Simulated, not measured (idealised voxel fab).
The process module that follows is named voxel self aligned contacts.
In the cross-section labelled cut, the width is 165 nm and each square cell is 5 nm.
Cross-section format: a grid of square cells, given as bands from top to bottom; each band is one or more rows of cells.
Look at the band entry: it leads with the top's height and the bottom's height in nm. Then it lists the materials left to right, with a width in nm for each. The word "throughout" on a single material says that material fills the band edge to edge. The word "empty" is empty space.
Below 0: as-received wafer, all one material; heights counted from there. Lowest band: no bottom, goes on down, written "0 down".
The notation "30..40" denotes a width that varies across the rows of cells in the band, beginning at the first number in the top row, finishing at the second number in the bottom row, and changing by an identical amount from each row to the next.
"everything unchanged" -> step changed no cross-section cell.
Entry "Closed void inventory" = empty spaces >= 8 cells with no open way to the top; each as width x height at distance, distance from left edge, all nm.
Anything after a step's settings on that line? It's the simulator's own note about the step.
Steps that use a mask can have "overlay nm" on their line. It says how far the mask sat to the right of where it was meant to be. Negative means to the left.

Below is the list of planned process steps:
1 RECEIVE with material Si
2 CONFORMAL_DEP with material SiO2, thk nm 5
3 DIRECTIONAL_DEP with material polySi, thk nm 20
4 DIRECTIONAL_DEP with material SiN, thk nm 20
5 DIRECTIONAL_DEP with material aC, thk nm 15
6 PATTERN with tone cover, mask id GATE, material resist, width nm 30, pitch nm 75, thk nm 35, overlay nm 0
7 DIRECTIONAL_ETCH with etch materials aC, depth nm 15
8 STRIP with etch materials resist
9 DIRECTIONAL_ETCH with etch materials SiN, depth nm 20
10 DIRECTIONAL_ETCH with etch materials polySi, depth nm 20
11 STRIP with etch materials aC
12 CONFORMAL_DEP with material SiN, thk nm 10
13 DIRECTIONAL_ETCH with etch materials SiN, depth nm 10
14 FILL_DEP with material SiO2, thk nm 15
15 CMP with height nm 55
16 DIRECTIONAL_DEP with material aC, thk nm 10
17 PATTERN with tone open, mask id CONTACT, material resist, width nm 55, thk nm 30, overlay nm 0
18 DIRECTIONAL_ETCH with etch materials aC, depth nm 10
19 STRIP with etch materials resist
20 DIRECTIONAL_ETCH with etch materials SiO2, depth nm 55
21 STRIP with etch materials aC
22 CONFORMAL_DEP with material TiN, thk nm 5
23 FILL_DEP with material Ru, thk nm 10
24 CMP with height nm 55
25 CONFORMAL_DEP with material SiCN, thk nm 5

Incoming wafer in cross-section (state: after step 1):
  0 down: Si throughout
  Closed void inventory: none

Final wafer profile in cross-section after the module, from the same start and plan as above, with one mistake made during processing:
  60 to 55: SiCN throughout
  55 to 45: SiO2=60 | TiN=5..15 | Ru=40..15 | TiN=5..20 | SiO2=55
  45 to 25: SiO2=20 | SiN=50 | TiN=5 | Ru=15 | TiN=5 | SiN=50 | SiO2=20
  25 to 5: SiO2=20 | SiN=10 | polySi=30 | SiN=10 | TiN=5 | Ru=15 | TiN=5 | SiN=10 | polySi=30 | SiN=10 | SiO2=20
  5 to 0: SiO2=70 | TiN=25 | SiO2=70
  0 down: Si throughout
  Closed void inventory: none
Finding, execution versus plan: step 17 ran with different settings than intended, the actual operation and settings being PATTERN with tone open, mask id CONTACT, material resist, width nm 50, thk nm 30, overlay nm 0
